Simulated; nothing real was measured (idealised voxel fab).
process module | voxel quadruple lines
cross-section cut | 225 nm wide | cells 5 nm
A cross-section is a grid of square cells, given in bands from the top down. A band is one or more rows of cells.
Each band's line starts with the height of the band's top and of its bottom, in nm. Then come its materials from left to right, each with its width in nm. One material with "throughout" fills the band from edge to edge. "air" is empty space.
Height 0 is the level under which the wafer as received is all one material. The lowest band goes on downwards, as in "0 down".
A width such as "30 to 40" changes by the same amount from each row of cells to the next, from the band's top row to its bottom row.
"no change" after a step means that no cell of the cross-section changed.
closed voids: empty space of 8 cells or more with no open way to the top, each as width x height at its distance from the left edge, in nm
after a step's settings: what the simulator itself notes on the step
overlay nm, on a step with a mask: how far to the right of its planned place the mask lay; to the left if negative
plan
1 op RECEIVE | material Si
2 op CONFORMAL_DEP | material Al2O3 | thk nm 5
3 op DIRECTIONAL_DEP | material TiN | thk nm 15
4 op DIRECTIONAL_DEP | material polySi | thk nm 20
5 op DIRECTIONAL_DEP | material aC | thk nm 25
6 op PATTERN | tone cover | mask id MANDREL | material resist | width nm 25 | pitch nm 80 | thk nm 35 | overlay nm 0
7 op DIRECTIONAL_ETCH | etch materials aC | depth nm 25
8 op STRIP | etch materials resist
9 op CONFORMAL_DEP | material SiO2 | thk nm 15
10 op DIRECTIONAL_ETCH | etch materials SiO2 | depth nm 15
11 op STRIP | etch materials aC
12 op DIRECTIONAL_ETCH | etch materials polySi | depth nm 20
13 op STRIP | etch materials SiO2
14 op CONFORMAL_DEP | material SiCN | thk nm 5
15 op DIRECTIONAL_ETCH | etch materials SiCN | depth nm 5
16 op STRIP | etch materials polySi
17 op DIRECTIONAL_ETCH | etch materials TiN | depth nm 15
18 op STRIP | etch materials SiCN
19 op FILL_DEP | material SiO2 | thk nm 10
20 op CMP | height nm 20
first wafer, as planned
as received, after step 1
  0 down: Si throughout
  closed voids: none
after step 2
  5 to 0: Al2O3 throughout
  below 0: unchanged
after step 3
  20 to 5: TiN throughout
  below 5: unchanged
after step 4
  40 to 20: polySi throughout
  below 20: unchanged
after step 5
  65 to 40: aC throughout
  below 40: unchanged
after step 6
  100 to 65: air 60 | resist 25 | air 55 | resist 25 | air 60
  below 65: unchanged
after step 7
  75 to 65: air 60 | resist 25 | air 55 | resist 25 | air 60
  65 to 40: air 60 | aC 25 | air 55 | aC 25 | air 60
  below 40: unchanged
after step 8
  65 to 40: air 60 | aC 25 | air 55 | aC 25 | air 60
  below 40: unchanged
after step 9
  80 to 65: air 45 | SiO2 55 | air 25 | SiO2 55 | air 45
  65 to 55: air 45 | SiO2 15 | aC 25 | SiO2 15 | air 25 | SiO2 15 | aC 25 | SiO2 15 | air 45
  55 to 40: SiO2 60 | aC 25 | SiO2 55 | aC 25 | SiO2 60
  below 40: unchanged
after step 10
  65 to 40: air 45 | SiO2 15 | aC 25 | SiO2 15 | air 25 | SiO2 15 | aC 25 | SiO2 15 | air 45
  below 40: unchanged
after step 11
  65 to 40: air 45 | SiO2 15 | air 25 | SiO2 15 | air 25 | SiO2 15 | air 25 | SiO2 15 | air 45
  below 40: unchanged
after step 12
  65 to 40: air 45 | SiO2 15 | air 25 | SiO2 15 | air 25 | SiO2 15 | air 25 | SiO2 15 | air 45
  40 to 20: air 45 | polySi 15 | air 25 | polySi 15 | air 25 | polySi 15 | air 25 | polySi 15 | air 45
  below 20: unchanged
after step 13
  40 to 20: air 45 | polySi 15 | air 25 | polySi 15 | air 25 | polySi 15 | air 25 | polySi 15 | air 45
  below 20: unchanged
after step 14
  45 to 40: air 40 | SiCN 25 | air 15 | SiCN 25 | air 15 | SiCN 25 | air 15 | SiCN 25 | air 40
  40 to 25: air 40 | SiCN 5 | polySi 15 | SiCN 5 | air 15 | SiCN 5 | polySi 15 | SiCN 5 | air 15 | SiCN 5 | polySi 15 | SiCN 5 | air 15 | SiCN 5 | polySi 15 | SiCN 5 | air 40
  25 to 20: SiCN 45 | polySi 15 | SiCN 25 | polySi 15 | SiCN 25 | polySi 15 | SiCN 25 | polySi 15 | SiCN 45
  below 20: unchanged
after step 15
  40 to 20: air 40 | SiCN 5 | polySi 15 | SiCN 5 | air 15 | SiCN 5 | polySi 15 | SiCN 5 | air 15 | SiCN 5 | polySi 15 | SiCN 5 | air 15 | SiCN 5 | polySi 15 | SiCN 5 | air 40
  below 20: unchanged
after step 16
  40 to 20: air 40 | SiCN 5 | air 15 | SiCN 5 | air 15 | SiCN 5 | air 15 | SiCN 5 | air 15 | SiCN 5 | air 15 | SiCN 5 | air 15 | SiCN 5 | air 15 | SiCN 5 | air 40
  below 20: unchanged
after step 17
  40 to 20: air 40 | SiCN 5 | air 15 | SiCN 5 | air 15 | SiCN 5 | air 15 | SiCN 5 | air 15 | SiCN 5 | air 15 | SiCN 5 | air 15 | SiCN 5 | air 15 | SiCN 5 | air 40
  20 to 5: air 40 | TiN 5 | air 15 | TiN 5 | air 15 | TiN 5 | air 15 | TiN 5 | air 15 | TiN 5 | air 15 | TiN 5 | air 15 | TiN 5 | air 15 | TiN 5 | air 40
  below 5: unchanged
after step 18
  20 to 5: air 40 | TiN 5 | air 15 | TiN 5 | air 15 | TiN 5 | air 15 | TiN 5 | air 15 | TiN 5 | air 15 | TiN 5 | air 15 | TiN 5 | air 15 | TiN 5 | air 40
  below 5: unchanged
after step 19
  30 to 20: SiO2 throughout
  20 to 5: SiO2 40 | TiN 5 | SiO2 15 | TiN 5 | SiO2 15 | TiN 5 | SiO2 15 | TiN 5 | SiO2 15 | TiN 5 | SiO2 15 | TiN 5 | SiO2 15 | TiN 5 | SiO2 15 | TiN 5 | SiO2 40
  below 5: unchanged
after step 20
  20 to 5: SiO2 40 | TiN 5 | SiO2 15 | TiN 5 | SiO2 15 | TiN 5 | SiO2 15 | TiN 5 | SiO2 15 | TiN 5 | SiO2 15 | TiN 5 | SiO2 15 | TiN 5 | SiO2 15 | TiN 5 | SiO2 40
  below 5: unchanged
second wafer: like start, like plan, one mistake. Through step 2 it matches the first wafer
when step 3 should have ended
  15 to 5: TiN throughout
  below 5: unchanged
when step 4 should have ended
  35 to 15: polySi throughout
  below 15: unchanged
when step 5 should have ended
  60 to 35: aC throughout
  below 35: unchanged
when step 6 should have ended
  95 to 60: air 60 | resist 25 | air 55 | resist 25 | air 60
  below 60: unchanged
when step 7 should have ended
  70 to 60: air 60 | resist 25 | air 55 | resist 25 | air 60
  60 to 35: air 60 | aC 25 | air 55 | aC 25 | air 60
  below 35: unchanged
when step 8 should have ended
  60 to 35: air 60 | aC 25 | air 55 | aC 25 | air 60
  below 35: unchanged
when step 9 should have ended
  75 to 60: air 45 | SiO2 55 | air 25 | SiO2 55 | air 45
  60 to 50: air 45 | SiO2 15 | aC 25 | SiO2 15 | air 25 | SiO2 15 | aC 25 | SiO2 15 | air 45
  50 to 35: SiO2 60 | aC 25 | SiO2 55 | aC 25 | SiO2 60
  below 35: unchanged
when step 10 should have ended
  60 to 35: air 45 | SiO2 15 | aC 25 | SiO2 15 | air 25 | SiO2 15 | aC 25 | SiO2 15 | air 45
  below 35: unchanged
when step 11 should have ended
  60 to 35: air 45 | SiO2 15 | air 25 | SiO2 15 | air 25 | SiO2 15 | air 25 | SiO2 15 | air 45
  below 35: unchanged
when step 12 should have ended
  60 to 35: air 45 | SiO2 15 | air 25 | SiO2 15 | air 25 | SiO2 15 | air 25 | SiO2 15 | air 45
  35 to 15: air 45 | polySi 15 | air 25 | polySi 15 | air 25 | polySi 15 | air 25 | polySi 15 | air 45
  below 15: unchanged
when step 13 should have ended
  35 to 15: air 45 | polySi 15 | air 25 | polySi 15 | air 25 | polySi 15 | air 25 | polySi 15 | air 45
  below 15: unchanged
when step 14 should have ended
  40 to 35: air 40 | SiCN 25 | air 15 | SiCN 25 | air 15 | SiCN 25 | air 15 | SiCN 25 | air 40
  35 to 20: air 40 | SiCN 5 | polySi 15 | SiCN 5 | air 15 | SiCN 5 | polySi 15 | SiCN 5 | air 15 | SiCN 5 | polySi 15 | SiCN 5 | air 15 | SiCN 5 | polySi 15 | SiCN 5 | air 40
  20 to 15: SiCN 45 | polySi 15 | SiCN 25 | polySi 15 | SiCN 25 | polySi 15 | SiCN 25 | polySi 15 | SiCN 45
  below 15: unchanged
when step 15 should have ended
  35 to 15: air 40 | SiCN 5 | polySi 15 | SiCN 5 | air 15 | SiCN 5 | polySi 15 | SiCN 5 | air 15 | SiCN 5 | polySi 15 | SiCN 5 | air 15 | SiCN 5 | polySi 15 | SiCN 5 | air 40
  below 15: unchanged
when step 16 should have ended
  35 to 15: air 40 | SiCN 5 | air 15 | SiCN 5 | air 15 | SiCN 5 | air 15 | SiCN 5 | air 15 | SiCN 5 | air 15 | SiCN 5 | air 15 | SiCN 5 | air 15 | SiCN 5 | air 40
  below 15: unchanged
when step 17 should have ended
  35 to 15: air 40 | SiCN 5 | air 15 | SiCN 5 | air 15 | SiCN 5 | air 15 | SiCN 5 | air 15 | SiCN 5 | air 15 | SiCN 5 | air 15 | SiCN 5 | air 15 | SiCN 5 | air 40
  15 to 5: air 40 | TiN 5 | air 15 | TiN 5 | air 15 | TiN 5 | air 15 | TiN 5 | air 15 | TiN 5 | air 15 | TiN 5 | air 15 | TiN 5 | air 15 | TiN 5 | air 40
  below 5: unchanged
when step 18 should have ended
  15 to 5: air 40 | TiN 5 | air 15 | TiN 5 | air 15 | TiN 5 | air 15 | TiN 5 | air 15 | TiN 5 | air 15 | TiN 5 | air 15 | TiN 5 | air 15 | TiN 5 | air 40
  below 5: unchanged
when step 19 should have ended
  25 to 15: SiO2 throughout
  15 to 5: SiO2 40 | TiN 5 | SiO2 15 | TiN 5 | SiO2 15 | TiN 5 | SiO2 15 | TiN 5 | SiO2 15 | TiN 5 | SiO2 15 | TiN 5 | SiO2 15 | TiN 5 | SiO2 15 | TiN 5 | SiO2 40
  below 5: unchanged
when step 20 should have ended
  20 to 15: SiO2 throughout
  below 15: unchanged
what went wrong: step 3 ran as: op DIRECTIONAL_DEP | material TiN | thk nm 10
at the end the second wafer has, in cells: 8 more of SiO2 | 8 fewer of TiN
